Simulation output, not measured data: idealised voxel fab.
The process module presented herein is designated voxel capacitor over wiring.
cross-section cut | 160 nm wide | cells 5 nm
Throughout this document, each cross-section is represented as a grid of square cells and is presented as a sequence of bands enumerated from the top downward, where a band comprises one or more rows of cells.
Quick guide to a band line: top height, bottom height (nm) up front; then every material left to right with its width in nm. Only one material and it's marked "throughout"? Then it fills the band edge to edge. And "blank" just means empty space.
Ref level 0: as-received wafer is one material below here. Bottom band extends down with no lower bound ("z 0 and below").
So if you see something like "30 to 40" for the width, read it as the top row of the band sitting at the first number and the bottom row at the second, with every row in between moving by the same amount as the last.
Take "nothing changed" at face value: in the step it is given for, the cross-section changed in none of its cells.
What "Closed void list" gives you is every empty space of 8 cells or more that is cut off from the top. Each appears as width x height at distance, with the distance taken from the left edge and width, height and distance all in nm.
The remark found on a step's line after its settings is issued by the simulator itself and pertains to that step.
overlay nm: mask offset rightward from planned place, masked step; negative means leftward offset.

**The process steps that were planned are listed below**
1: RECEIVE,material Si
2: CONFORMAL_DEP,material SiO2,thk nm 10
3: CONFORMAL_DEP,material SiCN,thk nm 5
4: DIRECTIONAL_DEP,material SiO2,thk nm 25
5: MASKED_ETCH,tone open,mask id METAL_1,width nm 20,pitch nm 75,etch materials SiO2,depth nm 25,overlay nm 0
6: MASKED_ETCH,tone open,mask id METAL_1,width nm 20,pitch nm 75,etch materials SiCN,depth nm 5,overlay nm 0
7: CONFORMAL_DEP,material TiN,thk nm 5
8: FILL_DEP,material Cu,thk nm 5
9: CMP,height nm 40
10: CONFORMAL_DEP,material SiCN,thk nm 5
11: DIRECTIONAL_DEP,material lowk,thk nm 20
12: DIRECTIONAL_DEP,material aC,thk nm 15
13: PATTERN,tone open,mask id PLUG_1,material resist,width nm 15,thk nm 35,overlay nm 0
14: DIRECTIONAL_ETCH,etch materials aC,depth nm 15
15: STRIP,etch materials resist
16: DIRECTIONAL_ETCH,etch materials lowk,depth nm 20
17: DIRECTIONAL_ETCH,etch materials SiCN,depth nm 5
18: STRIP,etch materials aC
19: EPI,material Ru,thk nm 10
20: EPI,material Ru,thk nm 10
21: EPI,material Ru,thk nm 5
22: DIRECTIONAL_DEP,material TiN,thk nm 10
23: DIRECTIONAL_DEP,material Al2O3,thk nm 5
24: DIRECTIONAL_DEP,material TiN,thk nm 5
25: PATTERN,tone cover,mask id UPPER_PLATE,material resist,width nm 60,thk nm 15,overlay nm 0
26: DIRECTIONAL_ETCH,etch materials TiN,depth nm 5
27: DIRECTIONAL_ETCH,etch materials Al2O3,depth nm 5
28: STRIP,etch materials resist
29: PATTERN,tone cover,mask id LOWER_PLATE,material resist,width nm 70,thk nm 15,overlay nm 0
30: DIRECTIONAL_ETCH,etch materials TiN,depth nm 10
31: STRIP,etch materials resist
32: FILL_DEP,material SiO2,thk nm 20
33: CMP,height nm 100
34: DIRECTIONAL_DEP,material aC,thk nm 15
35: PATTERN,tone open,mask id PLUG_2,material resist,width nm 15,thk nm 30,overlay nm 0
36: DIRECTIONAL_ETCH,etch materials aC,depth nm 15
37: STRIP,etch materials resist
38: DIRECTIONAL_ETCH,etch materials SiO2,depth nm 15
39: STRIP,etch materials aC
40: CONFORMAL_DEP,material TiN,thk nm 5
41: FILL_DEP,material Cu,thk nm 5
42: CMP,height nm 100
43: CONFORMAL_DEP,material SiCN,thk nm 5

**First of two wafers, with the run carried out as planned**

**Cross-section: wafer on arrival = after step 1**
    z 0 and below  Si throughout
    Closed void list: none

**Wafer section view after processing step 2**
    z 10 to 0  SiO2 throughout
    below 0: unchanged

**Wafer section view after processing step 3**
    z 15 to 10  SiCN throughout
    below 10: unchanged

**Wafer section view after processing step 4**
    z 40 to 15  SiO2 throughout
    below 15: unchanged

**Wafer section view after processing step 5**
    z 40 to 15  30 SiO2 | 20 blank | 55 SiO2 | 20 blank | 35 SiO2
    below 15: unchanged

**Wafer section view after processing step 6**
    z 40 to 15  30 SiO2 | 20 blank | 55 SiO2 | 20 blank | 35 SiO2
    z 15 to 10  30 SiCN | 20 blank | 55 SiCN | 20 blank | 35 SiCN
    below 10: unchanged

**Wafer section view after processing step 7**
    z 45 to 40  35 TiN | 10 blank | 65 TiN | 10 blank | 40 TiN
    z 40 to 15  30 SiO2 | 5 TiN | 10 blank | 5 TiN | 55 SiO2 | 5 TiN | 10 blank | 5 TiN | 35 SiO2
    z 15 to 10  30 SiCN | 20 TiN | 55 SiCN | 20 TiN | 35 SiCN
    below 10: unchanged

**Wafer section view after processing step 8**
    z 50 to 45  Cu throughout
    z 45 to 40  35 TiN | 10 Cu | 65 TiN | 10 Cu | 40 TiN
    z 40 to 15  30 SiO2 | 5 TiN | 10 Cu | 5 TiN | 55 SiO2 | 5 TiN | 10 Cu | 5 TiN | 35 SiO2
    below 15: unchanged

**Wafer section view after processing step 9**
    z 40 to 15  30 SiO2 | 5 TiN | 10 Cu | 5 TiN | 55 SiO2 | 5 TiN | 10 Cu | 5 TiN | 35 SiO2
    below 15: unchanged

**Wafer section view after processing step 10**
    z 45 to 40  SiCN throughout
    below 40: unchanged

**Wafer section view after processing step 11**
    z 65 to 45  lowk throughout
    below 45: unchanged

**Wafer section view after processing step 12**
    z 80 to 65  aC throughout
    below 65: unchanged

**Wafer section view after processing step 13**
    z 115 to 80  35 resist | 15 blank | 110 resist
    below 80: unchanged

**Wafer section view after processing step 14**
    z 100 to 80  35 resist | 15 blank | 110 resist
    z 80 to 65  35 aC | 15 blank | 110 aC
    below 65: unchanged

**Wafer section view after processing step 15**
    z 80 to 65  35 aC | 15 blank | 110 aC
    below 65: unchanged

**Wafer section view after processing step 16**
    z 80 to 65  35 aC | 15 blank | 110 aC
    z 65 to 45  35 lowk | 15 blank | 110 lowk
    below 45: unchanged

**Wafer section view after processing step 17**
    z 80 to 65  35 aC | 15 blank | 110 aC
    z 65 to 45  35 lowk | 15 blank | 110 lowk
    z 45 to 40  35 SiCN | 15 blank | 110 SiCN
    below 40: unchanged

**Wafer section view after processing step 18**
    z 65 to 45  35 lowk | 15 blank | 110 lowk
    below 45: unchanged

**Wafer section view after processing step 19**
    z 65 to 50  35 lowk | 15 blank | 110 lowk
    z 50 to 45  35 lowk | 15 Ru | 110 lowk
    z 45 to 40  35 SiCN | 15 Ru | 110 SiCN
    below 40: unchanged

**Wafer section view after processing step 20**
    z 65 to 60  35 lowk | 15 blank | 110 lowk
    z 60 to 45  35 lowk | 15 Ru | 110 lowk
    below 45: unchanged

**Wafer section view after processing step 21**
    z 65 to 45  35 lowk | 15 Ru | 110 lowk
    below 45: unchanged

**Wafer section view after processing step 22**
    z 75 to 65  TiN throughout
    below 65: unchanged

**Wafer section view after processing step 23**
    z 80 to 75  Al2O3 throughout
    below 75: unchanged

**Wafer section view after processing step 24**
    z 85 to 80  TiN throughout
    below 80: unchanged

**Wafer section view after processing step 25**
    z 100 to 85  35 blank | 60 resist | 65 blank
    below 85: unchanged

**Wafer section view after processing step 26**
    z 100 to 85  35 blank | 60 resist | 65 blank
    z 85 to 80  35 blank | 60 TiN | 65 blank
    below 80: unchanged

**Wafer section view after processing step 27**
    z 100 to 85  35 blank | 60 resist | 65 blank
    z 85 to 80  35 blank | 60 TiN | 65 blank
    z 80 to 75  35 blank | 60 Al2O3 | 65 blank
    below 75: unchanged

**Wafer section view after processing step 28**
    z 85 to 80  35 blank | 60 TiN | 65 blank
    below 80: unchanged

**Wafer section view after processing step 29**
    z 100 to 85  30 blank | 70 resist | 60 blank
    z 85 to 80  30 blank | 5 resist | 60 TiN | 5 resist | 60 blank
    z 80 to 75  30 blank | 5 resist | 60 Al2O3 | 5 resist | 60 blank
    below 75: unchanged

**Wafer section view after processing step 30**
    z 100 to 85  30 blank | 70 resist | 60 blank
    z 85 to 80  30 blank | 5 resist | 60 TiN | 5 resist | 60 blank
    z 80 to 75  30 blank | 5 resist | 60 Al2O3 | 5 resist | 60 blank
    z 75 to 65  30 blank | 70 TiN | 60 blank
    below 65: unchanged

**Wafer section view after processing step 31**
    z 85 to 80  35 blank | 60 TiN | 65 blank
    z 80 to 75  35 blank | 60 Al2O3 | 65 blank
    below 75: unchanged

**Wafer section view after processing step 32**
    z 105 to 85  SiO2 throughout
    z 85 to 80  35 SiO2 | 60 TiN | 65 SiO2
    z 80 to 75  35 SiO2 | 60 Al2O3 | 65 SiO2
    z 75 to 65  30 SiO2 | 70 TiN | 60 SiO2
    below 65: unchanged

**Wafer section view after processing step 33**
    z 100 to 85  SiO2 throughout
    below 85: unchanged

**Wafer section view after processing step 34**
    z 115 to 100  aC throughout
    below 100: unchanged

**Wafer section view after processing step 35**
    z 145 to 115  45 resist | 15 blank | 100 resist
    below 115: unchanged

**Wafer section view after processing step 36**
    z 130 to 115  45 resist | 15 blank | 100 resist
    z 115 to 100  45 aC | 15 blank | 100 aC
    below 100: unchanged

**Wafer section view after processing step 37**
    z 115 to 100  45 aC | 15 blank | 100 aC
    below 100: unchanged

**Wafer section view after processing step 38**
    z 115 to 100  45 aC | 15 blank | 100 aC
    z 100 to 85  45 SiO2 | 15 blank | 100 SiO2
    below 85: unchanged

**Wafer section view after processing step 39**
    z 100 to 85  45 SiO2 | 15 blank | 100 SiO2
    below 85: unchanged

**Wafer section view after processing step 40**
    z 105 to 100  50 TiN | 5 blank | 105 TiN
    z 100 to 90  45 SiO2 | 5 TiN | 5 blank | 5 TiN | 100 SiO2
    z 90 to 80  45 to 35 SiO2 | 15 to 60 TiN | 100 to 65 SiO2
    below 80: unchanged

**Wafer section view after processing step 41**
    z 110 to 105  Cu throughout
    z 105 to 100  50 TiN | 5 Cu | 105 TiN
    z 100 to 90  45 SiO2 | 5 TiN | 5 Cu | 5 TiN | 100 SiO2
    below 90: unchanged

**Wafer section view after processing step 42**
    z 100 to 90  45 SiO2 | 5 TiN | 5 Cu | 5 TiN | 100 SiO2
    below 90: unchanged

**Wafer section view after processing step 43**
    z 105 to 100  SiCN throughout
    below 100: unchanged

**The second wafer began exactly as the first did and followed the same plan, but one mistake was made while running it; through step 22 inclusive, the two wafers are identical**

**The second wafer in cross-section, at the planned close of step 23**
    z 80 to 65  TiN throughout
    below 65: unchanged

**The second wafer in cross-section, at the planned close of step 24**
    z 85 to 80  Al2O3 throughout
    below 80: unchanged

**The second wafer in cross-section, at the planned close of step 25**
    z 100 to 85  35 blank | 60 resist | 65 blank
    below 85: unchanged

The second wafer in cross-section, at the planned close of step 26: nothing changed

**The second wafer in cross-section, at the planned close of step 27**
    z 100 to 85  35 blank | 60 resist | 65 blank
    z 85 to 80  35 blank | 60 Al2O3 | 65 blank
    below 80: unchanged

**The second wafer in cross-section, at the planned close of step 28**
    z 85 to 80  35 blank | 60 Al2O3 | 65 blank
    below 80: unchanged

**The second wafer in cross-section, at the planned close of step 29**
    z 100 to 85  30 blank | 70 resist | 60 blank
    z 85 to 80  30 blank | 5 resist | 60 Al2O3 | 5 resist | 60 blank
    below 80: unchanged

**The second wafer in cross-section, at the planned close of step 30**
    z 100 to 85  30 blank | 70 resist | 60 blank
    z 85 to 80  30 blank | 5 resist | 60 Al2O3 | 5 resist | 60 blank
    z 80 to 70  30 blank | 70 TiN | 60 blank
    below 70: unchanged

**The second wafer in cross-section, at the planned close of step 31**
    z 85 to 80  35 blank | 60 Al2O3 | 65 blank
    below 80: unchanged

**The second wafer in cross-section, at the planned close of step 32**
    z 105 to 85  SiO2 throughout
    z 85 to 80  35 SiO2 | 60 Al2O3 | 65 SiO2
    z 80 to 70  30 SiO2 | 70 TiN | 60 SiO2
    below 70: unchanged

**The second wafer in cross-section, at the planned close of step 33**
    z 100 to 85  SiO2 throughout
    below 85: unchanged

**The second wafer in cross-section, at the planned close of step 34**
    z 115 to 100  aC throughout
    below 100: unchanged

**The second wafer in cross-section, at the planned close of step 35**
    z 145 to 115  45 resist | 15 blank | 100 resist
    below 115: unchanged

**The second wafer in cross-section, at the planned close of step 36**
    z 130 to 115  45 resist | 15 blank | 100 resist
    z 115 to 100  45 aC | 15 blank | 100 aC
    below 100: unchanged

**The second wafer in cross-section, at the planned close of step 37**
    z 115 to 100  45 aC | 15 blank | 100 aC
    below 100: unchanged

**The second wafer in cross-section, at the planned close of step 38**
    z 115 to 100  45 aC | 15 blank | 100 aC
    z 100 to 85  45 SiO2 | 15 blank | 100 SiO2
    below 85: unchanged

**The second wafer in cross-section, at the planned close of step 39**
    z 100 to 85  45 SiO2 | 15 blank | 100 SiO2
    below 85: unchanged

**The second wafer in cross-section, at the planned close of step 40**
    z 105 to 100  50 TiN | 5 blank | 105 TiN
    z 100 to 90  45 SiO2 | 5 TiN | 5 blank | 5 TiN | 100 SiO2
    z 90 to 85  45 SiO2 | 15 TiN | 100 SiO2
    below 85: unchanged

**The second wafer in cross-section, at the planned close of step 41**
    z 110 to 105  Cu throughout
    z 105 to 100  50 TiN | 5 Cu | 105 TiN
    z 100 to 90  45 SiO2 | 5 TiN | 5 Cu | 5 TiN | 100 SiO2
    below 90: unchanged

**The second wafer in cross-section, at the planned close of step 42**
    z 100 to 90  45 SiO2 | 5 TiN | 5 Cu | 5 TiN | 100 SiO2
    below 90: unchanged

**The second wafer in cross-section, at the planned close of step 43**
    z 105 to 100  SiCN throughout
    below 100: unchanged
Finding, execution versus plan: a sequencing error occurred in which plan steps 23 and 24 were transposed
In the final state, the cell counts of the second wafer exceed or fall short of those of the first for the following materials: 20 fewer of SiO2, 20 more of TiN
